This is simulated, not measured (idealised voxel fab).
process module | voxel double patterning
cross-section cut | 175 nm wide | cells 5 nm
A cross-section is a grid of square cells, given in bands from the top down. A band is one or more rows of cells.
Each band's line starts with the height of the band's top and of its bottom, in nm. Then come its materials from left to right, each with its width in nm. One material with "throughout" fills the band from edge to edge. "air" is empty space.
Height 0 is the level under which the wafer as received is all one material. The lowest band goes on downwards, as in "0 down".
A width such as "30 to 40" changes by the same amount from each row of cells to the next, from the band's top row to its bottom row.
"no change" after a step means that no cell of the cross-section changed.
closed voids: empty space of 8 cells or more with no open way to the top, each as width x height at its distance from the left edge, in nm
after a step's settings: what the simulator itself notes on the step
overlay nm, on a step with a mask: how far to the right of its planned place the mask lay; to the left if negative
plan
1 op RECEIVE | material Si
2 op CONFORMAL_DEP | material SiO2 | thk nm 10
3 op DIRECTIONAL_DEP | material W | thk nm 10
4 op DIRECTIONAL_DEP | material SiCN | thk nm 5
5 op DIRECTIONAL_DEP | material aC | thk nm 10
6 op PATTERN | tone open | mask id FIRST | material resist | width nm 15 | pitch nm 50 | thk nm 25 | overlay nm 0
7 op DIRECTIONAL_ETCH | etch materials aC | depth nm 10
8 op STRIP | etch materials resist
9 op DIRECTIONAL_ETCH | etch materials SiCN | depth nm 5
10 op STRIP | etch materials aC
11 op PATTERN | tone open | mask id SECOND | material resist | width nm 15 | pitch nm 50 | thk nm 15 | overlay nm 0
12 op DIRECTIONAL_ETCH | etch materials SiCN | depth nm 5
13 op STRIP | etch materials resist
14 op DIRECTIONAL_ETCH | etch materials W | depth nm 10
15 op STRIP | etch materials SiCN
first wafer, as planned
as received, after step 1
  0 down: Si throughout
  closed voids: none
after step 2
  10 to 0: SiO2 throughout
  below 0: unchanged
after step 3
  20 to 10: W throughout
  below 10: unchanged
after step 4
  25 to 20: SiCN throughout
  below 20: unchanged
after step 5
  35 to 25: aC throughout
  below 25: unchanged
after step 6
  60 to 35: resist 30 | air 15 | resist 35 | air 15 | resist 35 | air 15 | resist 30
  below 35: unchanged
after step 7
  50 to 35: resist 30 | air 15 | resist 35 | air 15 | resist 35 | air 15 | resist 30
  35 to 25: aC 30 | air 15 | aC 35 | air 15 | aC 35 | air 15 | aC 30
  below 25: unchanged
after step 8
  35 to 25: aC 30 | air 15 | aC 35 | air 15 | aC 35 | air 15 | aC 30
  below 25: unchanged
after step 9
  35 to 25: aC 30 | air 15 | aC 35 | air 15 | aC 35 | air 15 | aC 30
  25 to 20: SiCN 30 | air 15 | SiCN 35 | air 15 | SiCN 35 | air 15 | SiCN 30
  below 20: unchanged
after step 10
  25 to 20: SiCN 30 | air 15 | SiCN 35 | air 15 | SiCN 35 | air 15 | SiCN 30
  below 20: unchanged
after step 11
  40 to 25: resist 55 | air 15 | resist 35 | air 15 | resist 55
  25 to 20: SiCN 30 | resist 15 | SiCN 35 | resist 15 | SiCN 35 | resist 15 | SiCN 30
  below 20: unchanged
after step 12
  40 to 25: resist 55 | air 15 | resist 35 | air 15 | resist 55
  25 to 20: SiCN 30 | resist 15 | SiCN 10 | air 15 | SiCN 10 | resist 15 | SiCN 10 | air 15 | SiCN 10 | resist 15 | SiCN 30
  below 20: unchanged
after step 13
  25 to 20: SiCN 30 | air 15 | SiCN 10 | air 15 | SiCN 10 | air 15 | SiCN 10 | air 15 | SiCN 10 | air 15 | SiCN 30
  below 20: unchanged
after step 14
  25 to 20: SiCN 30 | air 15 | SiCN 10 | air 15 | SiCN 10 | air 15 | SiCN 10 | air 15 | SiCN 10 | air 15 | SiCN 30
  20 to 10: W 30 | air 15 | W 10 | air 15 | W 10 | air 15 | W 10 | air 15 | W 10 | air 15 | W 30
  below 10: unchanged
after step 15
  20 to 10: W 30 | air 15 | W 10 | air 15 | W 10 | air 15 | W 10 | air 15 | W 10 | air 15 | W 30
  below 10: unchanged
second wafer: like start, like plan, one mistake. Through step 2 it matches the first wafer
when step 3 should have ended
  25 to 10: W throughout
  below 10: unchanged
when step 4 should have ended
  30 to 25: SiCN throughout
  below 25: unchanged
when step 5 should have ended
  40 to 30: aC throughout
  below 30: unchanged
when step 6 should have ended
  65 to 40: resist 30 | air 15 | resist 35 | air 15 | resist 35 | air 15 | resist 30
  below 40: unchanged
when step 7 should have ended
  55 to 40: resist 30 | air 15 | resist 35 | air 15 | resist 35 | air 15 | resist 30
  40 to 30: aC 30 | air 15 | aC 35 | air 15 | aC 35 | air 15 | aC 30
  below 30: unchanged
when step 8 should have ended
  40 to 30: aC 30 | air 15 | aC 35 | air 15 | aC 35 | air 15 | aC 30
  below 30: unchanged
when step 9 should have ended
  40 to 30: aC 30 | air 15 | aC 35 | air 15 | aC 35 | air 15 | aC 30
  30 to 25: SiCN 30 | air 15 | SiCN 35 | air 15 | SiCN 35 | air 15 | SiCN 30
  below 25: unchanged
when step 10 should have ended
  30 to 25: SiCN 30 | air 15 | SiCN 35 | air 15 | SiCN 35 | air 15 | SiCN 30
  below 25: unchanged
when step 11 should have ended
  45 to 30: resist 55 | air 15 | resist 35 | air 15 | resist 55
  30 to 25: SiCN 30 | resist 15 | SiCN 35 | resist 15 | SiCN 35 | resist 15 | SiCN 30
  below 25: unchanged
when step 12 should have ended
  45 to 30: resist 55 | air 15 | resist 35 | air 15 | resist 55
  30 to 25: SiCN 30 | resist 15 | SiCN 10 | air 15 | SiCN 10 | resist 15 | SiCN 10 | air 15 | SiCN 10 | resist 15 | SiCN 30
  below 25: unchanged
when step 13 should have ended
  30 to 25: SiCN 30 | air 15 | SiCN 10 | air 15 | SiCN 10 | air 15 | SiCN 10 | air 15 | SiCN 10 | air 15 | SiCN 30
  below 25: unchanged
when step 14 should have ended
  30 to 25: SiCN 30 | air 15 | SiCN 10 | air 15 | SiCN 10 | air 15 | SiCN 10 | air 15 | SiCN 10 | air 15 | SiCN 30
  25 to 15: W 30 | air 15 | W 10 | air 15 | W 10 | air 15 | W 10 | air 15 | W 10 | air 15 | W 30
  below 15: unchanged
when step 15 should have ended
  25 to 15: W 30 | air 15 | W 10 | air 15 | W 10 | air 15 | W 10 | air 15 | W 10 | air 15 | W 30
  below 15: unchanged
what went wrong: step 3 ran as: op DIRECTIONAL_DEP | material W | thk nm 15
at the end the second wafer has, in cells: 35 more of W
